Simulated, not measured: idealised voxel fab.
Process module in this document: voxel transistor to metal
Cross-section cut spans 185 nm and uses square cells 5 nm in size.
Think of the cross-section as a grid of square cells. We describe it in bands, top to bottom, and each band covers one or more rows of those cells. Read a band's entry like this: the first values are the height of its top and the height of its bottom in nm, and what follows is the sequence of materials from left to right, each with its width in nm. Note that "air" is empty space, and that a single material marked "edge to edge" reaches across the band from edge to edge. We count height from 0. Below that, the starting wafer is all one material. The lowest band never ends at the bottom but goes on down; see "0 down" for how that is written. The notation "30..40" denotes a width that varies across the rows of cells in the band, beginning at the first number in the top row, finishing at the second number in the bottom row, and changing by an identical amount from each row to the next. Given "nothing was modified" for a step, no cell of the cross-section differs between before and after that step. Entry "Closed void list". Content: empty spaces with no open connection to the top, size 8 cells or greater. Each: width x height at distance. Distance: from left edge. Unit: nm. Read whatever lies past the settings on a step's line as the simulator's own remark about the step. overlay nm: where the mask lay relative to plan, measured to the right, on steps with a mask; negatives go left.

Planned step list for the process
| 1 | RECEIVE with material Si |
| 2 | CONFORMAL_DEP with material SiO2, thk nm 5 |
| 3 | CONFORMAL_DEP with material SiN, thk nm 10 |
| 4 | PATTERN with tone cover, mask id ACTIVE, material resist, width nm 115, thk nm 20, overlay nm 0 |
| 5 | DIRECTIONAL_ETCH with etch materials SiN, depth nm 10 |
| 6 | DIRECTIONAL_ETCH with etch materials SiO2, depth nm 5 |
| 7 | DIRECTIONAL_ETCH with etch materials Si, depth nm 35 |
| 8 | STRIP with etch materials resist |
| 9 | OXIDIZE with depth nm 5 |
| 10 | FILL_DEP with material SiO2, thk nm 5 |
| 11 | CMP with height nm 15 |
| 12 | SELECTIVE_ETCH with etch materials SiO2, depth nm 10 |
| 13 | STRIP with etch materials SiN |
| 14 | SELECTIVE_ETCH with etch materials SiO2, depth nm 5 |
| 15 | OXIDIZE with depth nm 5 |
| 16 | DIRECTIONAL_DEP with material polySi, thk nm 25 |
| 17 | DIRECTIONAL_DEP with material SiCN, thk nm 15 |
| 18 | MASKED_ETCH with tone cover, mask id GATE, width nm 25, etch materials SiCN, depth nm 25, overlay nm 0 |
| 19 | MASKED_ETCH with tone cover, mask id GATE, width nm 25, etch materials polySi, depth nm 35, overlay nm 0 |
| 20 | CONFORMAL_DEP with material SiO2, thk nm 5 |
| 21 | DIRECTIONAL_ETCH with etch materials SiO2, depth nm 5 |
| 22 | CONFORMAL_DEP with material SiN, thk nm 10 |
| 23 | DIRECTIONAL_ETCH with etch materials SiN, depth nm 10 |
| 24 | DIRECTIONAL_ETCH with etch materials SiO2, depth nm 5 |
| 25 | EPI with material pSi, thk nm 5 |
| 26 | FILL_DEP with material SiO2, thk nm 10 |
| 27 | CMP with height nm 25 |
| 28 | STRIP with etch materials polySi |
| 29 | SELECTIVE_ETCH with etch materials SiO2, depth nm 5 |
| 30 | CONFORMAL_DEP with material HfO2, thk nm 5 |
| 31 | CONFORMAL_DEP with material TiN, thk nm 5 |
| 32 | FILL_DEP with material W, thk nm 10 |
| 33 | CMP with height nm 20 |
| 34 | DIRECTIONAL_DEP with material SiO2, thk nm 15 |
| 35 | PATTERN with tone open, mask id CONTACT, material resist, width nm 15, pitch nm 80, thk nm 20, overlay nm 0 |
| 36 | DIRECTIONAL_ETCH with etch materials SiO2, depth nm 35 |
| 37 | STRIP with etch materials resist |
| 38 | CONFORMAL_DEP with material TiN, thk nm 5 |
| 39 | FILL_DEP with material Ru, thk nm 5 |
| 40 | CMP with height nm 35 |
| 41 | CONFORMAL_DEP with material SiN, thk nm 5 |
| 42 | DIRECTIONAL_DEP with material lowk, thk nm 20 |
| 43 | MASKED_ETCH with tone open, mask id METAL_1, width nm 15, pitch nm 80, etch materials lowk, depth nm 20, overlay nm 0 |
| 44 | MASKED_ETCH with tone open, mask id METAL_1, width nm 15, pitch nm 80, etch materials SiN, depth nm 5, overlay nm 0 |
| 45 | CONFORMAL_DEP with material TiN, thk nm 5 |
| 46 | FILL_DEP with material Cu, thk nm 10 |
| 47 | CMP with height nm 60 |
| 48 | CONFORMAL_DEP with material SiN, thk nm 5 |

Incoming wafer, cross-sectional view, post step 1
0 down = Si edge to edge
Closed void list: none

The first of two wafers, cross-sectioned at the end of the module, with the run proceeding as planned
65 to 60 = SiN edge to edge
60 to 40 = 45 of lowk | 5 of TiN | 5 of Cu | 5 of TiN | 65 of lowk | 5 of TiN | 5 of Cu | 5 of TiN | 45 of lowk
40 to 35 = 45 of SiN | 15 of TiN | 65 of SiN | 15 of TiN | 45 of SiN
35 to 20 = 45 of SiO2 | 5 of TiN | 5 of Ru | 5 of TiN | 65 of SiO2 | 5 of TiN | 5 of Ru | 5 of TiN | 45 of SiO2
20 to 5 = 45 of SiO2 | 5 of TiN | 5 of Ru | 5 of TiN | 5 of SiO2 | 10 of SiN | 5 of HfO2 | 5 of TiN | 15 of W | 5 of TiN | 5 of HfO2 | 10 of SiN | 5 of SiO2 | 5 of TiN | 5 of Ru | 5 of TiN | 45 of SiO2
5 to 0 = 45 of SiO2 | 15 of TiN | 5 of SiO2 | 10 of SiN | 5 of HfO2 | 25 of TiN | 5 of HfO2 | 10 of SiN | 5 of SiO2 | 15 of TiN | 45 of SiO2
0 to -5 = 35 of SiO2 | 30 of pSi | 10 of SiO2 | 35 of HfO2 | 10 of SiO2 | 30 of pSi | 35 of SiO2
-5 to -40 = 40 of SiO2 | 105 of Si | 40 of SiO2
-40 down = Si edge to edge
Closed void list: none

The second wafer, shown in cross-section after the module: started the same way as the first and given the same plan, yet one mistake crept into how it was run
65 to 60 = SiN edge to edge
60 to 40 = 45 of lowk | 5 of TiN | 5 of Cu | 5 of TiN | 65 of lowk | 5 of TiN | 5 of Cu | 5 of TiN | 45 of lowk
40 to 35 = 45 of SiN | 15 of TiN | 65 of SiN | 15 of TiN | 45 of SiN
35 to 20 = 45 of SiO2 | 5 of TiN | 5 of Ru | 5 of TiN | 65 of SiO2 | 5 of TiN | 5 of Ru | 5 of TiN | 45 of SiO2
20 to 5 = 45 of SiO2 | 5 of TiN | 5 of Ru | 5 of TiN | 10 of SiO2 | 5 of SiN | 5 of HfO2 | 5 of TiN | 15 of W | 5 of TiN | 5 of HfO2 | 5 of SiN | 10 of SiO2 | 5 of TiN | 5 of Ru | 5 of TiN | 45 of SiO2
5 to 0 = 45 of SiO2 | 15 of TiN | 10 of SiO2 | 5 of SiN | 5 of HfO2 | 25 of TiN | 5 of HfO2 | 5 of SiN | 10 of SiO2 | 15 of TiN | 45 of SiO2
0 to -5 = 35 of SiO2 | 35 of pSi | 5 of SiO2 | 35 of HfO2 | 5 of SiO2 | 35 of pSi | 35 of SiO2
-5 to -40 = 40 of SiO2 | 105 of Si | 40 of SiO2
-40 down = Si edge to edge
Closed void list: none
Processing error: contrary to plan, step 22 was performed as CONFORMAL_DEP with material SiN, thk nm 5
Final tally in cells, some materials are higher or lower on the second wafer than on the first: SiN: 8 fewer; SiO2: 6 more; pSi: 2 more
